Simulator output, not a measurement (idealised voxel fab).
Process module in this document: voxel spacer lines
The cross-section shown here is cut; it is 185 nm wide and divided into square cells measuring 5 nm on a side.
Cross-section, as written here: a square-cell grid given band by band from the top down, where a band holds one or more rows of cells.
What a band's entry tells you: where the top is and where the bottom is, as heights in nm, and after that what lies inside, material by material from left to right, each with its width in nm. Empty space is written as the word "blank", and a single material marked with the word "edge to edge" occupies the band from edge to edge.
The reference from which all heights are counted is 0, the level beneath which the as-received wafer is entirely one material; the lowest band, having no lower bound, proceeds downward and is written after the example "0 nm and below".
Note: "30->40" means the width goes from the first number (top row of the band) to the second number (bottom row) in equal steps per row of cells.
Take "no alteration" at face value: in the step it is given for, the cross-section changed in none of its cells.
"Encapsulated voids" - sealed voids, min. 8 cells, no opening to top; format: width x height at distance (distance from left edge; nm throughout).
On each step's line, the part that comes after the settings is the simulator's own comment on the step.
overlay nm: on a step with a mask, how far right of its planned place the mask lay; negative means left.

Process steps (planned):
| 1 | RECEIVE | material Si |
| 2 | CONFORMAL_DEP | material Al2O3 | thk nm 5 |
| 3 | DIRECTIONAL_DEP | material SiN | thk nm 10 |
| 4 | DIRECTIONAL_DEP | material polySi | thk nm 30 |
| 5 | PATTERN | tone cover | mask id MANDREL | material resist | width nm 15 | pitch nm 50 | thk nm 40 | overlay nm -15 |
| 6 | DIRECTIONAL_ETCH | etch materials polySi | depth nm 30 |
| 7 | STRIP | etch materials resist |
| 8 | CONFORMAL_DEP | material SiO2 | thk nm 10 |
| 9 | DIRECTIONAL_ETCH | etch materials SiO2 | depth nm 10 |
| 10 | STRIP | etch materials polySi |
| 11 | DIRECTIONAL_ETCH | etch materials SiN | depth nm 10 |
| 12 | STRIP | etch materials SiO2 |
Same starting wafers, different overlay nm at step 5. Plan value belongs to the first wafer.

Cross-section of the first incoming wafer of several, state after step 1:
	0 nm and below | Si edge to edge
	Encapsulated voids: none

End-of-module cross-section, first of several wafers, after last step 12:
	15 nm to 5 nm | blank: 35, then SiN: 10, then blank: 15, then SiN: 10, then blank: 15, then SiN: 10, then blank: 15, then SiN: 10, then blank: 65
	5 nm to 0 nm | Al2O3 edge to edge
	0 nm and below | Si edge to edge
	Encapsulated voids: none

Cross-section, module end, final of several wafers:
	15 nm to 5 nm | blank: 65, then SiN: 10, then blank: 15, then SiN: 10, then blank: 15, then SiN: 10, then blank: 15, then SiN: 10, then blank: 35
	5 nm to 0 nm | Al2O3 edge to edge
	0 nm and below | Si edge to edge
	Encapsulated voids: none

Take any row and you have a wafer at the end of the module: how many cells of each material it has gained (+) or lost (-) since it was received, and then its closed voids:
overlay nm -15 | +37 Al2O3 | +16 SiN | Encapsulated voids: none
overlay nm -10 | +37 Al2O3 | +16 SiN | Encapsulated voids: none
overlay nm -5 | +37 Al2O3 | +16 SiN | Encapsulated voids: none
overlay nm 0 | +37 Al2O3 | +16 SiN | Encapsulated voids: none
overlay nm 5 | +37 Al2O3 | +16 SiN | Encapsulated voids: none
overlay nm 10 | +37 Al2O3 | +16 SiN | Encapsulated voids: none
overlay nm 15 | +37 Al2O3 | +16 SiN | Encapsulated voids: none
